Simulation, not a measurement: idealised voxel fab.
process module | voxel capacitor over wiring
Each square cell in cross-section cut measures 5 nm, and the section as a whole is 260 nm wide.
How to read a cross-section here: the picture is a grid of square cells, written as bands going from the top down, and any band can span one or more rows of cells. Each band's line starts with the height of the band's top and of its bottom, in nm. Then come its materials from left to right, each with its width in nm. One material with "full width" fills the band from edge to edge. "empty" is empty space. Convention: height 0 is the level below which the wafer, as received, is all one material. The lowest band does not terminate at the bottom but continues downward, represented as "z 0 and below". A width such as "30..40" changes by the same amount from each row of cells to the next, from the band's top row to its bottom row. The cross-section has no changed cell in any step marked "nothing got changed". What "Fully enclosed voids" gives you is every empty space of 8 cells or more that is cut off from the top. Each appears as width x height at distance, with the distance taken from the left edge and width, height and distance all in nm. On each step's line, the part that comes after the settings is the simulator's own comment on the step. For masked steps, "overlay nm" on the step line gives how far right of plan the mask actually lay; a minus sign means it lay to the left.
Set out below are the planned steps of the process:
1,RECEIVE (material Si)
2,CONFORMAL_DEP (material SiO2; thk nm 15)
3,CONFORMAL_DEP (material SiCN; thk nm 5)
4,DIRECTIONAL_DEP (material lowk; thk nm 25)
5,DIRECTIONAL_DEP (material aC; thk nm 10)
6,PATTERN (tone open; mask id METAL_1; material resist; width nm 20; pitch nm 80; thk nm 30; overlay nm 0)
7,DIRECTIONAL_ETCH (etch materials aC; depth nm 10)
8,STRIP (etch materials resist)
9,DIRECTIONAL_ETCH (etch materials lowk; depth nm 25)
10,DIRECTIONAL_ETCH (etch materials SiCN; depth nm 5)
11,STRIP (etch materials aC)
12,CONFORMAL_DEP (material TiN; thk nm 5)
13,FILL_DEP (material Ru; thk nm 5)
14,CMP (height nm 45)
15,EPI (material Ru; thk nm 5)
16,FILL_DEP (material SiCN; thk nm 5)
17,DIRECTIONAL_DEP (material SiO2; thk nm 20)
18,MASKED_ETCH (tone open; mask id PLUG_1; width nm 15; etch materials SiO2; depth nm 20; overlay nm 0)
19,MASKED_ETCH (tone open; mask id PLUG_1; width nm 15; etch materials SiCN; depth nm 5; overlay nm 0)
20,CONFORMAL_DEP (material TiN; thk nm 5)
21,FILL_DEP (material W; thk nm 10)
22,CMP (height nm 75)
23,DIRECTIONAL_DEP (material TiN; thk nm 5)
24,DIRECTIONAL_DEP (material Al2O3; thk nm 5)
25,DIRECTIONAL_DEP (material TiN; thk nm 10)
26,PATTERN (tone cover; mask id UPPER_PLATE; material resist; width nm 65; thk nm 15; overlay nm 0)
27,DIRECTIONAL_ETCH (etch materials TiN; depth nm 10)
28,DIRECTIONAL_ETCH (etch materials Al2O3; depth nm 5)
29,STRIP (etch materials resist)
30,PATTERN (tone cover; mask id LOWER_PLATE; material resist; width nm 75; thk nm 15; overlay nm 0)
31,DIRECTIONAL_ETCH (etch materials TiN; depth nm 5)
32,STRIP (etch materials resist)
33,FILL_DEP (material SiO2; thk nm 20)
34,CMP (height nm 110)
35,PATTERN (tone open; mask id PLUG_2; material resist; width nm 15; thk nm 15; overlay nm 0)
36,DIRECTIONAL_ETCH (etch materials SiO2; depth nm 15)
37,STRIP (etch materials resist)
38,CONFORMAL_DEP (material TiN; thk nm 5)
39,FILL_DEP (material Ru; thk nm 10)
40,CMP (height nm 110)
41,CONFORMAL_DEP (material SiCN; thk nm 5)
Incoming wafer in cross-section (state: after step 1):
* z 0 and below | Si full width
* Fully enclosed voids: none
Look at the cross-section after the module: the wafer started out the way shown above and the plan was the one shown above, yet one mistake was made along the way:
* z 115 to 110 | SiCN full width
* z 110 to 100 | 95 nm SiO2 | 5 nm TiN | 5 nm Ru | 5 nm TiN | 150 nm SiO2
* z 100 to 95 | 95 nm SiO2 | 15 nm TiN | 150 nm SiO2
* z 95 to 85 | 85 nm SiO2 | 65 nm TiN | 110 nm SiO2
* z 85 to 80 | 85 nm SiO2 | 65 nm Al2O3 | 110 nm SiO2
* z 80 to 75 | 80 nm SiO2 | 75 nm TiN | 105 nm SiO2
* z 75 to 55 | 85 nm SiO2 | 5 nm TiN | 5 nm W | 5 nm TiN | 160 nm SiO2
* z 55 to 50 | 85 nm SiCN | 15 nm TiN | 160 nm SiCN
* z 50 to 45 | 75 nm SiCN | 30 nm Ru | 50 nm SiCN | 30 nm Ru | 75 nm SiCN
* z 45 to 40 | 80 nm SiCN | 20 nm TiN | 60 nm SiCN | 20 nm TiN | 80 nm SiCN
* z 40 to 15 | lowk full width
* z 15 to 0 | SiO2 full width
* z 0 and below | Si full width
* Fully enclosed voids: none
Processing error: order of steps 3 and 4 inverted relative to the plan
